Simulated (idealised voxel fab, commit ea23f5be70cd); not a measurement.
The following process module bears the name voxel wiring stack.
FYI the section here is cut, 245 nm wide, cells are 5 nm squares.
Each cross-section below is a grid of square cells, stated as bands in top-down order, with one or more rows of cells making up each band.
Per band: top height and bottom height in nm, followed by the left-to-right materials and their widths in nm; "edge to edge" marks a single material spanning edge to edge, "air" marks empty space.
The level at which height equals 0 is the one under which the wafer, as it arrives, is entirely one material. No lower edge exists for the bottom band, which continues downward and is notated as in "top 0, no bottom".
It should be noted that a width expressed as "30..40" varies in equal increments from row to row of cells within the band, taking the value of the first number at the top row and that of the second number at the bottom row.
Key: "stayed the same" - step with no changed cell in the cross-section.
Any empty space of 8 cells or more lacking an open way to the top shows up in "Enclosed voids" as width x height at distance, distance from the left edge, in nm.
Note: text after step settings on the step line = simulator remark on that step.
overlay nm: mask offset rightward from planned place, masked step; negative means leftward offset.
So the way this works: pairs, before and after one process step. The after picture only goes down to the lowest band that actually changed, nothing below. Step and its settings are under each pair. And watch out, pairs might come from different runs of this module, same starting wafer though, so a pair only follows on from the one above if its "Prior state" entry tells you so.
Prior state
- top 70, bottom 60 | 35 of aC  15 of air  85 of aC  15 of air  95 of aC
- top 60, bottom 35 | lowk edge to edge
- top 35, bottom 30 | SiCN edge to edge
- top 30, bottom 20 | 30 of SiO2  5 of SiN  20 of Ru  5 of SiN  20 of SiO2  5 of SiN  20 of Ru  5 of SiN  20 of SiO2  5 of SiN  20 of Ru  5 of SiN  20 of SiO2  5 of SiN  20 of Ru  5 of SiN  35 of SiO2
- top 20, bottom 15 | 35 of SiN  20 of Ru  30 of SiN  20 of Ru  30 of SiN  20 of Ru  30 of SiN  20 of Ru  40 of SiN
- top 15, bottom 5 | SiO2 edge to edge
- top 5, bottom 0 | TiN edge to edge
- top 0, no bottom | Si edge to edge
- Enclosed voids: none
As Processed
- top 70, bottom 60 | 35 of aC  15 of air  85 of aC  15 of air  95 of aC
- top 60, bottom 35 | 35 of lowk  15 of air  85 of lowk  15 of air  95 of lowk
- below 35: unchanged
- Enclosed voids: none
The two cross-sections above bracket this step: DIRECTIONAL_ETCH (etch materials lowk; depth nm 25)
Prior state: it's just the after picture from the pair right above this one.
As Processed
- top 60, bottom 35 | 35 of lowk  15 of air  85 of lowk  15 of air  95 of lowk
- below 35: unchanged
- Enclosed voids: none
The two cross-sections above bracket this step: STRIP (etch materials aC)
Prior state: it's just the after picture from the pair right above this one.
As Processed
- top 75, bottom 60 | 35 of resist  20 of air  30 of resist  20 of air  30 of resist  20 of air  30 of resist  20 of air  40 of resist
- below 60: unchanged
- Enclosed voids: none
The two cross-sections above bracket this step: PATTERN (tone open; mask id METAL_2; material resist; width nm 20; pitch nm 50; thk nm 15; overlay nm 0)
Prior state: it's just the after picture from the pair right above this one.
As Processed
- top 75, bottom 60 | 35 of resist  20 of air  30 of resist  20 of air  30 of resist  20 of air  30 of resist  20 of air  40 of resist
- top 60, bottom 45 | 35 of lowk  20 of air  30 of lowk  20 of air  30 of lowk  20 of air  30 of lowk  20 of air  40 of lowk
- below 45: unchanged
- Enclosed voids: none
The two cross-sections above bracket this step: DIRECTIONAL_ETCH (etch materials lowk; depth nm 15)
Prior state: it's just the after picture from the pair right above this one.
As Processed
- top 75, bottom 60 | 35 of resist  20 of air  30 of resist  20 of air  30 of resist  20 of air  30 of resist  20 of air  40 of resist
- top 60, bottom 45 | 35 of lowk  20 of air  30 of lowk  20 of air  30 of lowk  20 of air  30 of lowk  20 of air  40 of lowk
- top 45, bottom 35 | 35 of lowk  15 of air  85 of lowk  15 of air  95 of lowk
- top 35, bottom 30 | 35 of SiCN  15 of air  85 of SiCN  15 of air  95 of SiCN
- below 30: unchanged
- Enclosed voids: none
The two cross-sections above bracket this step: DIRECTIONAL_ETCH (etch materials SiCN; depth nm 5)
Prior state: it's just the after picture from the pair right above this one.
As Processed
- top 60, bottom 45 | 35 of lowk  20 of air  30 of lowk  20 of air  30 of lowk  20 of air  30 of lowk  20 of air  40 of lowk
- below 45: unchanged
- Enclosed voids: none
The two cross-sections above bracket this step: STRIP (etch materials resist)
Prior state: it's just the after picture from the pair right above this one.
As Processed
- top 65, bottom 60 | 40 of TiN  10 of air  40 of TiN  10 of air  40 of TiN  10 of air  40 of TiN  10 of air  45 of TiN
- top 60, bottom 50 | 35 of lowk  5 of TiN  10 of air  5 of TiN  30 of lowk  5 of TiN  10 of air  5 of TiN  30 of lowk  5 of TiN  10 of air  5 of TiN  30 of lowk  5 of TiN  10 of air  5 of TiN  40 of lowk
- top 50, bottom 45 | 35 of lowk  5 of TiN  5 of air  10 of TiN  30 of lowk  20 of TiN  30 of lowk  5 of TiN  5 of air  10 of TiN  30 of lowk  20 of TiN  40 of lowk
- top 45, bottom 35 | 35 of lowk  5 of TiN  5 of air  5 of TiN  85 of lowk  5 of TiN  5 of air  5 of TiN  95 of lowk
- top 35, bottom 30 | 35 of SiCN  15 of TiN  85 of SiCN  15 of TiN  95 of SiCN
- below 30: unchanged
- Enclosed voids: none
The two cross-sections above bracket this step: CONFORMAL_DEP (material TiN; thk nm 5)
Prior state: it's just the after picture from the pair right above this one.
As Processed
- top 75, bottom 65 | Cu edge to edge
- top 65, bottom 60 | 40 of TiN  10 of Cu  40 of TiN  10 of Cu  40 of TiN  10 of Cu  40 of TiN  10 of Cu  45 of TiN
- top 60, bottom 50 | 35 of lowk  5 of TiN  10 of Cu  5 of TiN  30 of lowk  5 of TiN  10 of Cu  5 of TiN  30 of lowk  5 of TiN  10 of Cu  5 of TiN  30 of lowk  5 of TiN  10 of Cu  5 of TiN  40 of lowk
- top 50, bottom 45 | 35 of lowk  5 of TiN  5 of Cu  10 of TiN  30 of lowk  20 of TiN  30 of lowk  5 of TiN  5 of Cu  10 of TiN  30 of lowk  20 of TiN  40 of lowk
- top 45, bottom 35 | 35 of lowk  5 of TiN  5 of Cu  5 of TiN  85 of lowk  5 of TiN  5 of Cu  5 of TiN  95 of lowk
- below 35: unchanged
- Enclosed voids: none
The two cross-sections above bracket this step: FILL_DEP (material Cu; thk nm 10)
Prior state: it's just the after picture from the pair right above this one.
As Processed
- top 60, bottom 50 | 35 of lowk  5 of TiN  10 of Cu  5 of TiN  30 of lowk  5 of TiN  10 of Cu  5 of TiN  30 of lowk  5 of TiN  10 of Cu  5 of TiN  30 of lowk  5 of TiN  10 of Cu  5 of TiN  40 of lowk
- below 50: unchanged
- Enclosed voids: none
The two cross-sections above bracket this step: CMP (height nm 60)
Prior state: it's just the after picture from the pair right above this one.
As Processed
- top 65, bottom 60 | SiCN edge to edge
- below 60: unchanged
- Enclosed voids: none
The two cross-sections above bracket this step: CONFORMAL_DEP (material SiCN; thk nm 5)
Prior state
- top 75, bottom 60 | 35 of resist  20 of air  30 of resist  20 of air  30 of resist  20 of air  30 of resist  20 of air  40 of resist
- top 60, bottom 35 | 35 of lowk  15 of air  85 of lowk  15 of air  95 of lowk
- top 35, bottom 30 | SiCN edge to edge
- top 30, bottom 15 | 30 of SiO2  5 of SiN  20 of Ru  5 of SiN  20 of SiO2  5 of SiN  20 of Ru  5 of SiN  20 of SiO2  5 of SiN  20 of Ru  5 of SiN  20 of SiO2  5 of SiN  20 of Ru  5 of SiN  35 of SiO2
- top 15, bottom 10 | 35 of SiN  20 of TiN  30 of SiN  20 of TiN  30 of SiN  20 of TiN  30 of SiN  20 of TiN  40 of SiN
- top 10, bottom 0 | SiO2 edge to edge
- top 0, no bottom | Si edge to edge
- Enclosed voids: none
As Processed
- top 75, bottom 60 | 35 of resist  20 of air  30 of resist  20 of air  30 of resist  20 of air  30 of resist  20 of air  40 of resist
- top 60, bottom 40 | 35 of lowk  20 of air  30 of lowk  20 of air  30 of lowk  20 of air  30 of lowk  20 of air  40 of lowk
- below 40: unchanged
- Enclosed voids: none
The two cross-sections above bracket this step: DIRECTIONAL_ETCH (etch materials lowk; depth nm 20)
Prior state: it's just the after picture from the pair right above this one.
As Processed
- top 75, bottom 60 | 35 of resist  20 of air  30 of resist  20 of air  30 of resist  20 of air  30 of resist  20 of air  40 of resist
- top 60, bottom 40 | 35 of lowk  20 of air  30 of lowk  20 of air  30 of lowk  20 of air  30 of lowk  20 of air  40 of lowk
- top 40, bottom 35 | 35 of lowk  15 of air  85 of lowk  15 of air  95 of lowk
- top 35, bottom 30 | 35 of SiCN  15 of air  85 of SiCN  15 of air  95 of SiCN
- below 30: unchanged
- Enclosed voids: none
The two cross-sections above bracket this step: DIRECTIONAL_ETCH (etch materials SiCN; depth nm 5)
Prior state: it's just the after picture from the pair right above this one.
As Processed
- top 60, bottom 40 | 35 of lowk  20 of air  30 of lowk  20 of air  30 of lowk  20 of air  30 of lowk  20 of air  40 of lowk
- below 40: unchanged
- Enclosed voids: none
The two cross-sections above bracket this step: STRIP (etch materials resist)
Prior state: it's just the after picture from the pair right above this one.
As Processed
- top 65, bottom 60 | 40 of TiN  10 of air  40 of TiN  10 of air  40 of TiN  10 of air  40 of TiN  10 of air  45 of TiN
- top 60, bottom 45 | 35 of lowk  5 of TiN  10 of air  5 of TiN  30 of lowk  5 of TiN  10 of air  5 of TiN  30 of lowk  5 of TiN  10 of air  5 of TiN  30 of lowk  5 of TiN  10 of air  5 of TiN  40 of lowk
- top 45, bottom 40 | 35 of lowk  5 of TiN  5 of air  10 of TiN  30 of lowk  20 of TiN  30 of lowk  5 of TiN  5 of air  10 of TiN  30 of lowk  20 of TiN  40 of lowk
- top 40, bottom 35 | 35 of lowk  5 of TiN  5 of air  5 of TiN  85 of lowk  5 of TiN  5 of air  5 of TiN  95 of lowk
- top 35, bottom 30 | 35 of SiCN  15 of TiN  85 of SiCN  15 of TiN  95 of SiCN
- below 30: unchanged
- Enclosed voids: none
The two cross-sections above bracket this step: CONFORMAL_DEP (material TiN; thk nm 5)
Prior state: it's just the after picture from the pair right above this one.
As Processed
- top 75, bottom 65 | Cu edge to edge
- top 65, bottom 60 | 40 of TiN  10 of Cu  40 of TiN  10 of Cu  40 of TiN  10 of Cu  40 of TiN  10 of Cu  45 of TiN
- top 60, bottom 45 | 35 of lowk  5 of TiN  10 of Cu  5 of TiN  30 of lowk  5 of TiN  10 of Cu  5 of TiN  30 of lowk  5 of TiN  10 of Cu  5 of TiN  30 of lowk  5 of TiN  10 of Cu  5 of TiN  40 of lowk
- top 45, bottom 40 | 35 of lowk  5 of TiN  5 of Cu  10 of TiN  30 of lowk  20 of TiN  30 of lowk  5 of TiN  5 of Cu  10 of TiN  30 of lowk  20 of TiN  40 of lowk
- top 40, bottom 35 | 35 of lowk  5 of TiN  5 of Cu  5 of TiN  85 of lowk  5 of TiN  5 of Cu  5 of TiN  95 of lowk
- below 35: unchanged
- Enclosed voids: none
The two cross-sections above bracket this step: FILL_DEP (material Cu; thk nm 10)
Prior state: it's just the after picture from the pair right above this one.
As Processed
- top 60, bottom 45 | 35 of lowk  5 of TiN  10 of Cu  5 of TiN  30 of lowk  5 of TiN  10 of Cu  5 of TiN  30 of lowk  5 of TiN  10 of Cu  5 of TiN  30 of lowk  5 of TiN  10 of Cu  5 of TiN  40 of lowk
- below 45: unchanged
- Enclosed voids: none
The two cross-sections above bracket this step: CMP (height nm 60)
Prior state: it's just the after picture from the pair right above this one.
As Processed
- top 65, bottom 60 | SiCN edge to edge
- below 60: unchanged
- Enclosed voids: none
The two cross-sections above bracket this step: CONFORMAL_DEP (material SiCN; thk nm 5)
Prior state
- top 30, bottom 15 | Ru edge to edge
- top 15, bottom 10 | TiN edge to edge
- top 10, bottom 0 | SiO2 edge to edge
- top 0, no bottom | Si edge to edge
- Enclosed voids: none
As Processed
- top 30, bottom 15 | 40 of air  15 of Ru  35 of air  15 of Ru  35 of air  15 of Ru  35 of air  15 of Ru  40 of air
- below 15: unchanged
- Enclosed voids: none
The two cross-sections above bracket this step: MASKED_ETCH (tone cover; mask id METAL_1; width nm 15; pitch nm 50; etch materials Ru; depth nm 15; overlay nm 0)
Prior state: it's just the after picture from the pair right above this one.
As Processed
- top 30, bottom 15 | 40 of air  15 of Ru  35 of air  15 of Ru  35 of air  15 of Ru  35 of air  15 of Ru  40 of air
- top 15, bottom 10 | 35 of air  20 of TiN  30 of air  20 of TiN  30 of air  20 of TiN  30 of air  20 of TiN  40 of air
- below 10: unchanged
- Enclosed voids: none
The two cross-sections above bracket this step: MASKED_ETCH (tone cover; mask id METAL_1; width nm 20; pitch nm 50; etch materials TiN; depth nm 5; overlay nm 0)
Prior state: it's just the after picture from the pair right above this one.
As Processed
- top 35, bottom 30 | 35 of air  25 of SiN  25 of air  25 of SiN  25 of air  25 of SiN  25 of air  25 of SiN  35 of air
- top 30, bottom 20 | 35 of air  5 of SiN  15 of Ru  5 of SiN  25 of air  5 of SiN  15 of Ru  5 of SiN  25 of air  5 of SiN  15 of Ru  5 of SiN  25 of air  5 of SiN  15 of Ru  5 of SiN  35 of air
- top 20, bottom 15 | 30 of air  10 of SiN  15 of Ru  5 of SiN  20 of air  10 of SiN  15 of Ru  5 of SiN  20 of air  10 of SiN  15 of Ru  5 of SiN  20 of air  10 of SiN  15 of Ru  5 of SiN  35 of air
- top 15, bottom 10 | 35 of SiN  20 of TiN  30 of SiN  20 of TiN  30 of SiN  20 of TiN  30 of SiN  20 of TiN  40 of SiN
- below 10: unchanged
- Enclosed voids: none
The two cross-sections above bracket this step: CONFORMAL_DEP (material SiN; thk nm 5)
Prior state: it's just the after picture from the pair right above this one.
As Processed
- top 40, bottom 35 | SiO2 edge to edge
- top 35, bottom 30 | 35 of SiO2  25 of SiN  25 of SiO2  25 of SiN  25 of SiO2  25 of SiN  25 of SiO2  25 of SiN  35 of SiO2
- top 30, bottom 20 | 35 of SiO2  5 of SiN  15 of Ru  5 of SiN  25 of SiO2  5 of SiN  15 of Ru  5 of SiN  25 of SiO2  5 of SiN  15 of Ru  5 of SiN  25 of SiO2  5 of SiN  15 of Ru  5 of SiN  35 of SiO2
- top 20, bottom 15 | 30 of SiO2  10 of SiN  15 of Ru  5 of SiN  20 of SiO2  10 of SiN  15 of Ru  5 of SiN  20 of SiO2  10 of SiN  15 of Ru  5 of SiN  20 of SiO2  10 of SiN  15 of Ru  5 of SiN  35 of SiO2
- below 15: unchanged
- Enclosed voids: none
The two cross-sections above bracket this step: FILL_DEP (material SiO2; thk nm 5)
Prior state: it's just the after picture from the pair right above this one.
As Processed
- top 30, bottom 20 | 35 of SiO2  5 of SiN  15 of Ru  5 of SiN  25 of SiO2  5 of SiN  15 of Ru  5 of SiN  25 of SiO2  5 of SiN  15 of Ru  5 of SiN  25 of SiO2  5 of SiN  15 of Ru  5 of SiN  35 of SiO2
- below 20: unchanged
- Enclosed voids: none
The two cross-sections above bracket this step: CMP (height nm 30)
Prior state: it's just the after picture from the pair right above this one.
As Processed
- top 35, bottom 30 | SiCN edge to edge
- below 30: unchanged
- Enclosed voids: none
The two cross-sections above bracket this step: CONFORMAL_DEP (material SiCN; thk nm 5)
Prior state: it's just the after picture from the pair right above this one.
As Processed
- top 60, bottom 35 | lowk edge to edge
- below 35: unchanged
- Enclosed voids: none
The two cross-sections above bracket this step: DIRECTIONAL_DEP (material lowk; thk nm 25)
Prior state: it's just the after picture from the pair right above this one.
As Processed
- top 70, bottom 60 | aC edge to edge
- below 60: unchanged
- Enclosed voids: none
The two cross-sections above bracket this step: DIRECTIONAL_DEP (material aC; thk nm 10)
Prior state: it's just the after picture from the pair right above this one.
As Processed
- top 100, bottom 70 | 35 of resist  15 of air  85 of resist  15 of air  95 of resist
- below 70: unchanged
- Enclosed voids: none
The two cross-sections above bracket this step: PATTERN (tone open; mask id METAL_2_HOLES; material resist; width nm 15; pitch nm 100; thk nm 30; overlay nm 0)
Prior state: it's just the after picture from the pair right above this one.
As Processed
- top 90, bottom 70 | 35 of resist  15 of air  85 of resist  15 of air  95 of resist
- top 70, bottom 60 | 35 of aC  15 of air  85 of aC  15 of air  95 of aC
- below 60: unchanged
- Enclosed voids: none
The two cross-sections above bracket this step: DIRECTIONAL_ETCH (etch materials aC; depth nm 10)
Prior state: it's just the after picture from the pair right above this one.
As Processed
- top 70, bottom 60 | 35 of aC  15 of air  85 of aC  15 of air  95 of aC
- below 60: unchanged
- Enclosed voids: none
The two cross-sections above bracket this step: STRIP (etch materials resist)
Prior state: it's just the after picture from the pair right above this one.
As Processed
- top 70, bottom 60 | 35 of aC  15 of air  85 of aC  15 of air  95 of aC
- top 60, bottom 35 | 35 of lowk  15 of air  85 of lowk  15 of air  95 of lowk
- below 35: unchanged
- Enclosed voids: none
The two cross-sections above bracket this step: DIRECTIONAL_ETCH (etch materials lowk; depth nm 25)
Prior state: it's just the after picture from the pair right above this one.
As Processed
- top 60, bottom 35 | 35 of lowk  15 of air  85 of lowk  15 of air  95 of lowk
- below 35: unchanged
- Enclosed voids: none
The two cross-sections above bracket this step: STRIP (etch materials aC)
Prior state: it's just the after picture from the pair right above this one.
As Processed
- top 75, bottom 60 | 35 of resist  20 of air  30 of resist  20 of air  30 of resist  20 of air  30 of resist  20 of air  40 of resist
- below 60: unchanged
- Enclosed voids: none
The two cross-sections above bracket this step: PATTERN (tone open; mask id METAL_2; material resist; width nm 20; pitch nm 50; thk nm 15; overlay nm 0)
Prior state: it's just the after picture from the pair right above this one.
As Processed
- top 75, bottom 60 | 35 of resist  20 of air  30 of resist  20 of air  30 of resist  20 of air  30 of resist  20 of air  40 of resist
- top 60, bottom 45 | 35 of lowk  20 of air  30 of lowk  20 of air  30 of lowk  20 of air  30 of lowk  20 of air  40 of lowk
- below 45: unchanged
- Enclosed voids: none
The two cross-sections above bracket this step: DIRECTIONAL_ETCH (etch materials lowk; depth nm 15)
Prior state: it's just the after picture from the pair right above this one.
As Processed
- top 75, bottom 60 | 35 of resist  20 of air  30 of resist  20 of air  30 of resist  20 of air  30 of resist  20 of air  40 of resist
- top 60, bottom 45 | 35 of lowk  20 of air  30 of lowk  20 of air  30 of lowk  20 of air  30 of lowk  20 of air  40 of lowk
- top 45, bottom 35 | 35 of lowk  15 of air  85 of lowk  15 of air  95 of lowk
- top 35, bottom 30 | 35 of SiCN  15 of air  85 of SiCN  15 of air  95 of SiCN
- below 30: unchanged
- Enclosed voids: none
The two cross-sections above bracket this step: DIRECTIONAL_ETCH (etch materials SiCN; depth nm 5)
Prior state: it's just the after picture from the pair right above this one.
As Processed
- top 60, bottom 45 | 35 of lowk  20 of air  30 of lowk  20 of air  30 of lowk  20 of air  30 of lowk  20 of air  40 of lowk
- below 45: unchanged
- Enclosed voids: none
The two cross-sections above bracket this step: STRIP (etch materials resist)
Prior state: it's just the after picture from the pair right above this one.
As Processed
- top 65, bottom 60 | 40 of TiN  10 of air  40 of TiN  10 of air  40 of TiN  10 of air  40 of TiN  10 of air  45 of TiN
- top 60, bottom 50 | 35 of lowk  5 of TiN  10 of air  5 of TiN  30 of lowk  5 of TiN  10 of air  5 of TiN  30 of lowk  5 of TiN  10 of air  5 of TiN  30 of lowk  5 of TiN  10 of air  5 of TiN  40 of lowk
- top 50, bottom 45 | 35 of lowk  5 of TiN  5 of air  10 of TiN  30 of lowk  20 of TiN  30 of lowk  5 of TiN  5 of air  10 of TiN  30 of lowk  20 of TiN  40 of lowk
- top 45, bottom 35 | 35 of lowk  5 of TiN  5 of air  5 of TiN  85 of lowk  5 of TiN  5 of air  5 of TiN  95 of lowk
- top 35, bottom 30 | 35 of SiCN  15 of TiN  85 of SiCN  15 of TiN  95 of SiCN
- below 30: unchanged
- Enclosed voids: none
The two cross-sections above bracket this step: CONFORMAL_DEP (material TiN; thk nm 5)
Prior state: it's just the after picture from the pair right above this one.
As Processed
- top 75, bottom 65 | Cu edge to edge
- top 65, bottom 60 | 40 of TiN  10 of Cu  40 of TiN  10 of Cu  40 of TiN  10 of Cu  40 of TiN  10 of Cu  45 of TiN
- top 60, bottom 50 | 35 of lowk  5 of TiN  10 of Cu  5 of TiN  30 of lowk  5 of TiN  10 of Cu  5 of TiN  30 of lowk  5 of TiN  10 of Cu  5 of TiN  30 of lowk  5 of TiN  10 of Cu  5 of TiN  40 of lowk
- top 50, bottom 45 | 35 of lowk  5 of TiN  5 of Cu  10 of TiN  30 of lowk  20 of TiN  30 of lowk  5 of TiN  5 of Cu  10 of TiN  30 of lowk  20 of TiN  40 of lowk
- top 45, bottom 35 | 35 of lowk  5 of TiN  5 of Cu  5 of TiN  85 of lowk  5 of TiN  5 of Cu  5 of TiN  95 of lowk
- below 35: unchanged
- Enclosed voids: none
The two cross-sections above bracket this step: FILL_DEP (material Cu; thk nm 10)
Prior state: it's just the after picture from the pair right above this one.
As Processed
- top 60, bottom 50 | 35 of lowk  5 of TiN  10 of Cu  5 of TiN  30 of lowk  5 of TiN  10 of Cu  5 of TiN  30 of lowk  5 of TiN  10 of Cu  5 of TiN  30 of lowk  5 of TiN  10 of Cu  5 of TiN  40 of lowk
- below 50: unchanged
- Enclosed voids: none
The two cross-sections above bracket this step: CMP (height nm 60)
Prior state: it's just the after picture from the pair right above this one.
As Processed
- top 65, bottom 60 | SiCN edge to edge
- below 60: unchanged
- Enclosed voids: none
The two cross-sections above bracket this step: CONFORMAL_DEP (material SiCN; thk nm 5)
Prior state
- top 70, bottom 60 | aC edge to edge
- top 60, bottom 35 | lowk edge to edge
- top 35, bottom 30 | SiCN edge to edge
- top 30, bottom 15 | 30 of SiO2  5 of SiN  20 of Ru  5 of SiN  20 of SiO2  5 of SiN  20 of Ru  5 of SiN  20 of SiO2  5 of SiN  20 of Ru  5 of SiN  20 of SiO2  5 of SiN  20 of Ru  5 of SiN  35 of SiO2
- top 15, bottom 10 | 35 of SiN  20 of TiN  30 of SiN  20 of TiN  30 of SiN  20 of TiN  30 of SiN  20 of TiN  40 of SiN
- top 10, bottom 0 | SiO2 edge to edge
- top 0, no bottom | Si edge to edge
- Enclosed voids: none
As Processed
- top 100, bottom 70 | 30 of resist  15 of air  85 of resist  15 of air  100 of resist
- below 70: unchanged
- Enclosed voids: none
The two cross-sections above bracket this step: PATTERN (tone open; mask id METAL_2_HOLES; material resist; width nm 15; pitch nm 100; thk nm 30; overlay nm -5)
Prior state: it's just the after picture from the pair right above this one.
As Processed
- top 90, bottom 70 | 30 of resist  15 of air  85 of resist  15 of air  100 of resist
- top 70, bottom 60 | 30 of aC  15 of air  85 of aC  15 of air  100 of aC
- below 60: unchanged
- Enclosed voids: none
The two cross-sections above bracket this step: DIRECTIONAL_ETCH (etch materials aC; depth nm 10)
Prior state: it's just the after picture from the pair right above this one.
As Processed
- top 70, bottom 60 | 30 of aC  15 of air  85 of aC  15 of air  100 of aC
- below 60: unchanged
- Enclosed voids: none
The two cross-sections above bracket this step: STRIP (etch materials resist)
Prior state: it's just the after picture from the pair right above this one.
As Processed
- top 70, bottom 60 | 30 of aC  15 of air  85 of aC  15 of air  100 of aC
- top 60, bottom 35 | 30 of lowk  15 of air  85 of lowk  15 of air  100 of lowk
- below 35: unchanged
- Enclosed voids: none
The two cross-sections above bracket this step: DIRECTIONAL_ETCH (etch materials lowk; depth nm 25)
Prior state: it's just the after picture from the pair right above this one.
As Processed
- top 60, bottom 35 | 30 of lowk  15 of air  85 of lowk  15 of air  100 of lowk
- below 35: unchanged
- Enclosed voids: none
The two cross-sections above bracket this step: STRIP (etch materials aC)
Prior state: it's just the after picture from the pair right above this one.
As Processed
- top 75, bottom 60 | 35 of resist  20 of air  30 of resist  20 of air  30 of resist  20 of air  30 of resist  20 of air  40 of resist
- top 60, bottom 35 | 30 of lowk  5 of resist  10 of air  85 of lowk  5 of resist  10 of air  100 of lowk
- below 35: unchanged
- Enclosed voids: none
The two cross-sections above bracket this step: PATTERN (tone open; mask id METAL_2; material resist; width nm 20; pitch nm 50; thk nm 15; overlay nm 0)
Prior state: it's just the after picture from the pair right above this one.
As Processed
- top 75, bottom 60 | 35 of resist  20 of air  30 of resist  20 of air  30 of resist  20 of air  30 of resist  20 of air  40 of resist
- top 60, bottom 45 | 30 of lowk  5 of resist  20 of air  30 of lowk  20 of air  25 of lowk  5 of resist  20 of air  30 of lowk  20 of air  40 of lowk
- below 45: unchanged
- Enclosed voids: none
The two cross-sections above bracket this step: DIRECTIONAL_ETCH (etch materials lowk; depth nm 15)
Prior state: it's just the after picture from the pair right above this one.
As Processed
- top 75, bottom 60 | 35 of resist  20 of air  30 of resist  20 of air  30 of resist  20 of air  30 of resist  20 of air  40 of resist
- top 60, bottom 45 | 30 of lowk  5 of resist  20 of air  30 of lowk  20 of air  25 of lowk  5 of resist  20 of air  30 of lowk  20 of air  40 of lowk
- top 45, bottom 35 | 30 of lowk  5 of resist  10 of air  85 of lowk  5 of resist  10 of air  100 of lowk
- top 35, bottom 30 | 35 of SiCN  10 of air  90 of SiCN  10 of air  100 of SiCN
- below 30: unchanged
- Enclosed voids: none
The two cross-sections above bracket this step: DIRECTIONAL_ETCH (etch materials SiCN; depth nm 5)
Prior state: it's just the after picture from the pair right above this one.
As Processed
- top 60, bottom 45 | 30 of lowk  25 of air  30 of lowk  20 of air  25 of lowk  25 of air  30 of lowk  20 of air  40 of lowk
- top 45, bottom 35 | 30 of lowk  15 of air  85 of lowk  15 of air  100 of lowk
- below 35: unchanged
- Enclosed voids: none
The two cross-sections above bracket this step: STRIP (etch materials resist)
Prior state: it's just the after picture from the pair right above this one.
As Processed
- top 65, bottom 60 | 35 of TiN  15 of air  40 of TiN  10 of air  35 of TiN  15 of air  40 of TiN  10 of air  45 of TiN
- top 60, bottom 50 | 30 of lowk  5 of TiN  15 of air  5 of TiN  30 of lowk  5 of TiN  10 of air  5 of TiN  25 of lowk  5 of TiN  15 of air  5 of TiN  30 of lowk  5 of TiN  10 of air  5 of TiN  40 of lowk
- top 50, bottom 45 | 30 of lowk  5 of TiN  5 of air  15 of TiN  30 of lowk  20 of TiN  25 of lowk  5 of TiN  5 of air  15 of TiN  30 of lowk  20 of TiN  40 of lowk
- top 45, bottom 40 | 30 of lowk  5 of TiN  5 of air  5 of TiN  85 of lowk  5 of TiN  5 of air  5 of TiN  100 of lowk
- top 40, bottom 35 | 30 of lowk  15 of TiN  85 of lowk  15 of TiN  100 of lowk
- top 35, bottom 30 | 35 of SiCN  10 of TiN  90 of SiCN  10 of TiN  100 of SiCN
- below 30: unchanged
- Enclosed voids: none
The two cross-sections above bracket this step: CONFORMAL_DEP (material TiN; thk nm 5)
Prior state: it's just the after picture from the pair right above this one.
As Processed
- top 75, bottom 65 | Cu edge to edge
- top 65, bottom 60 | 35 of TiN  15 of Cu  40 of TiN  10 of Cu  35 of TiN  15 of Cu  40 of TiN  10 of Cu  45 of TiN
- top 60, bottom 50 | 30 of lowk  5 of TiN  15 of Cu  5 of TiN  30 of lowk  5 of TiN  10 of Cu  5 of TiN  25 of lowk  5 of TiN  15 of Cu  5 of TiN  30 of lowk  5 of TiN  10 of Cu  5 of TiN  40 of lowk
- top 50, bottom 45 | 30 of lowk  5 of TiN  5 of Cu  15 of TiN  30 of lowk  20 of TiN  25 of lowk  5 of TiN  5 of Cu  15 of TiN  30 of lowk  20 of TiN  40 of lowk
- top 45, bottom 40 | 30 of lowk  5 of TiN  5 of Cu  5 of TiN  85 of lowk  5 of TiN  5 of Cu  5 of TiN  100 of lowk
- below 40: unchanged
- Enclosed voids: none
The two cross-sections above bracket this step: FILL_DEP (material Cu; thk nm 10)
Prior state: it's just the after picture from the pair right above this one.
As Processed
- top 60, bottom 50 | 30 of lowk  5 of TiN  15 of Cu  5 of TiN  30 of lowk  5 of TiN  10 of Cu  5 of TiN  25 of lowk  5 of TiN  15 of Cu  5 of TiN  30 of lowk  5 of TiN  10 of Cu  5 of TiN  40 of lowk
- below 50: unchanged
- Enclosed voids: none
The two cross-sections above bracket this step: CMP (height nm 60)
Prior state: it's just the after picture from the pair right above this one.
As Processed
- top 65, bottom 60 | SiCN edge to edge
- below 60: unchanged
- Enclosed voids: none
The two cross-sections above bracket this step: CONFORMAL_DEP (material SiCN; thk nm 5)
Prior state
- top 35, bottom 30 | 30 of air  30 of SiN  20 of air  30 of SiN  20 of air  30 of SiN  20 of air  30 of SiN  35 of air
- top 30, bottom 15 | 30 of air  5 of SiN  20 of Ru  5 of SiN  20 of air  5 of SiN  20 of Ru  5 of SiN  20 of air  5 of SiN  20 of Ru  5 of SiN  20 of air  5 of SiN  20 of Ru  5 of SiN  35 of air
- top 15, bottom 10 | 35 of SiN  20 of TiN  30 of SiN  20 of TiN  30 of SiN  20 of TiN  30 of SiN  20 of TiN  40 of SiN
- top 10, bottom 0 | SiO2 edge to edge
- top 0, no bottom | Si edge to edge
- Enclosed voids: none
As Processed
- top 40, bottom 35 | aC edge to edge
- top 35, bottom 30 | 30 of aC  30 of SiN  20 of aC  30 of SiN  20 of aC  30 of SiN  20 of aC  30 of SiN  35 of aC
- top 30, bottom 15 | 30 of aC  5 of SiN  20 of Ru  5 of SiN  20 of aC  5 of SiN  20 of Ru  5 of SiN  20 of aC  5 of SiN  20 of Ru  5 of SiN  20 of aC  5 of SiN  20 of Ru  5 of SiN  35 of aC
- below 15: unchanged
- Enclosed voids: none
The two cross-sections above bracket this step: FILL_DEP (material aC; thk nm 5)
Prior state: it's just the after picture from the pair right above this one.
As Processed
- top 30, bottom 15 | 30 of aC  5 of SiN  20 of Ru  5 of SiN  20 of aC  5 of SiN  20 of Ru  5 of SiN  20 of aC  5 of SiN  20 of Ru  5 of SiN  20 of aC  5 of SiN  20 of Ru  5 of SiN  35 of aC
- below 15: unchanged
- Enclosed voids: none
The two cross-sections above bracket this step: CMP (height nm 30)
Prior state: it's just the after picture from the pair right above this one.
As Processed
- top 35, bottom 30 | SiCN edge to edge
- below 30: unchanged
- Enclosed voids: none
The two cross-sections above bracket this step: CONFORMAL_DEP (material SiCN; thk nm 5)
Prior state: it's just the after picture from the pair right above this one.
As Processed
- top 60, bottom 35 | lowk edge to edge
- below 35: unchanged
- Enclosed voids: none
The two cross-sections above bracket this step: DIRECTIONAL_DEP (material lowk; thk nm 25)
Prior state: it's just the after picture from the pair right above this one.
As Processed
- top 70, bottom 60 | aC edge to edge
- below 60: unchanged
- Enclosed voids: none
The two cross-sections above bracket this step: DIRECTIONAL_DEP (material aC; thk nm 10)
